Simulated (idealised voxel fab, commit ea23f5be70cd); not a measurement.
process module | voxel quadruple lines
cross-section cut | 280 nm wide | cells 5 nm
A cross-section is a grid of square cells, given in bands from the top down. A band is one or more rows of cells.
Each band's line starts with the height of the band's top and of its bottom, in nm. Then come its materials from left to right, each with its width in nm. One material with "throughout" fills the band from edge to edge. "air" is empty space.
Height 0 is the level under which the wafer as received is all one material. The lowest band goes on downwards, as in "0 down".
A width such as "30 to 40" changes by the same amount from each row of cells to the next, from the band's top row to its bottom row.
"no change" after a step means that no cell of the cross-section changed.
closed voids: empty space of 8 cells or more with no open way to the top, each as width x height at its distance from the left edge, in nm
after a step's settings: what the simulator itself notes on the step
overlay nm, on a step with a mask: how far to the right of its planned place the mask lay; to the left if negative
plan
1 op RECEIVE | material Si
2 op CONFORMAL_DEP | material SiO2 | thk nm 5
3 op DIRECTIONAL_DEP | material W | thk nm 10
4 op DIRECTIONAL_DEP | material polySi | thk nm 15
5 op DIRECTIONAL_DEP | material aC | thk nm 25
6 op PATTERN | tone cover | mask id MANDREL | material resist | width nm 30 | thk nm 35 | overlay nm 0
7 op DIRECTIONAL_ETCH | etch materials aC | depth nm 25
8 op STRIP | etch materials resist
9 op CONFORMAL_DEP | material SiO2 | thk nm 10
10 op DIRECTIONAL_ETCH | etch materials SiO2 | depth nm 10
11 op STRIP | etch materials aC
12 op DIRECTIONAL_ETCH | etch materials polySi | depth nm 15
13 op STRIP | etch materials SiO2
14 op CONFORMAL_DEP | material SiN | thk nm 10
15 op DIRECTIONAL_ETCH | etch materials SiN | depth nm 10
16 op STRIP | etch materials polySi
17 op DIRECTIONAL_ETCH | etch materials W | depth nm 10
18 op STRIP | etch materials SiN
first wafer, as planned
as received, after step 1
  0 down: Si throughout
  closed voids: none
after step 2
  5 to 0: SiO2 throughout
  below 0: unchanged
after step 3
  15 to 5: W throughout
  below 5: unchanged
after step 4
  30 to 15: polySi throughout
  below 15: unchanged
after step 5
  55 to 30: aC throughout
  below 30: unchanged
after step 6
  90 to 55: air 125 | resist 30 | air 125
  below 55: unchanged
after step 7
  65 to 55: air 125 | resist 30 | air 125
  55 to 30: air 125 | aC 30 | air 125
  below 30: unchanged
after step 8
  55 to 30: air 125 | aC 30 | air 125
  below 30: unchanged
after step 9
  65 to 55: air 115 | SiO2 50 | air 115
  55 to 40: air 115 | SiO2 10 | aC 30 | SiO2 10 | air 115
  40 to 30: SiO2 125 | aC 30 | SiO2 125
  below 30: unchanged
after step 10
  55 to 30: air 115 | SiO2 10 | aC 30 | SiO2 10 | air 115
  below 30: unchanged
after step 11
  55 to 30: air 115 | SiO2 10 | air 30 | SiO2 10 | air 115
  below 30: unchanged
after step 12
  55 to 30: air 115 | SiO2 10 | air 30 | SiO2 10 | air 115
  30 to 15: air 115 | polySi 10 | air 30 | polySi 10 | air 115
  below 15: unchanged
after step 13
  30 to 15: air 115 | polySi 10 | air 30 | polySi 10 | air 115
  below 15: unchanged
after step 14
  40 to 30: air 105 | SiN 30 | air 10 | SiN 30 | air 105
  30 to 25: air 105 | SiN 10 | polySi 10 | SiN 10 | air 10 | SiN 10 | polySi 10 | SiN 10 | air 105
  25 to 15: SiN 115 | polySi 10 | SiN 30 | polySi 10 | SiN 115
  below 15: unchanged
after step 15
  30 to 15: air 105 | SiN 10 | polySi 10 | SiN 10 | air 10 | SiN 10 | polySi 10 | SiN 10 | air 105
  below 15: unchanged
after step 16
  30 to 15: air 105 | SiN 10 | air 10 | SiN 10 | air 10 | SiN 10 | air 10 | SiN 10 | air 105
  below 15: unchanged
after step 17
  30 to 15: air 105 | SiN 10 | air 10 | SiN 10 | air 10 | SiN 10 | air 10 | SiN 10 | air 105
  15 to 5: air 105 | W 10 | air 10 | W 10 | air 10 | W 10 | air 10 | W 10 | air 105
  below 5: unchanged
after step 18
  15 to 5: air 105 | W 10 | air 10 | W 10 | air 10 | W 10 | air 10 | W 10 | air 105
  below 5: unchanged
second wafer: like start, like plan, one mistake. Through step 8 it matches the first wafer
when step 9 should have ended
  60 to 55: air 120 | SiO2 40 | air 120
  55 to 35: air 120 | SiO2 5 | aC 30 | SiO2 5 | air 120
  35 to 30: SiO2 125 | aC 30 | SiO2 125
  below 30: unchanged
when step 10 should have ended
  55 to 50: air 125 | aC 30 | air 125
  50 to 30: air 120 | SiO2 5 | aC 30 | SiO2 5 | air 120
  below 30: unchanged
when step 11 should have ended
  50 to 30: air 120 | SiO2 5 | air 30 | SiO2 5 | air 120
  below 30: unchanged
when step 12 should have ended
  50 to 30: air 120 | SiO2 5 | air 30 | SiO2 5 | air 120
  30 to 15: air 120 | polySi 5 | air 30 | polySi 5 | air 120
  below 15: unchanged
when step 13 should have ended
  30 to 15: air 120 | polySi 5 | air 30 | polySi 5 | air 120
  below 15: unchanged
when step 14 should have ended
  40 to 30: air 110 | SiN 25 | air 10 | SiN 25 | air 110
  30 to 25: air 110 | SiN 10 | polySi 5 | SiN 10 | air 10 | SiN 10 | polySi 5 | SiN 10 | air 110
  25 to 15: SiN 120 | polySi 5 | SiN 30 | polySi 5 | SiN 120
  below 15: unchanged
when step 15 should have ended
  30 to 15: air 110 | SiN 10 | polySi 5 | SiN 10 | air 10 | SiN 10 | polySi 5 | SiN 10 | air 110
  below 15: unchanged
when step 16 should have ended
  30 to 15: air 110 | SiN 10 | air 5 | SiN 10 | air 10 | SiN 10 | air 5 | SiN 10 | air 110
  below 15: unchanged
when step 17 should have ended
  30 to 15: air 110 | SiN 10 | air 5 | SiN 10 | air 10 | SiN 10 | air 5 | SiN 10 | air 110
  15 to 5: air 110 | W 10 | air 5 | W 10 | air 10 | W 10 | air 5 | W 10 | air 110
  below 5: unchanged
when step 18 should have ended
  15 to 5: air 110 | W 10 | air 5 | W 10 | air 10 | W 10 | air 5 | W 10 | air 110
  below 5: unchanged
what went wrong: step 9 ran as: op CONFORMAL_DEP | material SiO2 | thk nm 5
at the end the second wafer has, in cells: as many of each material as the first, in other places
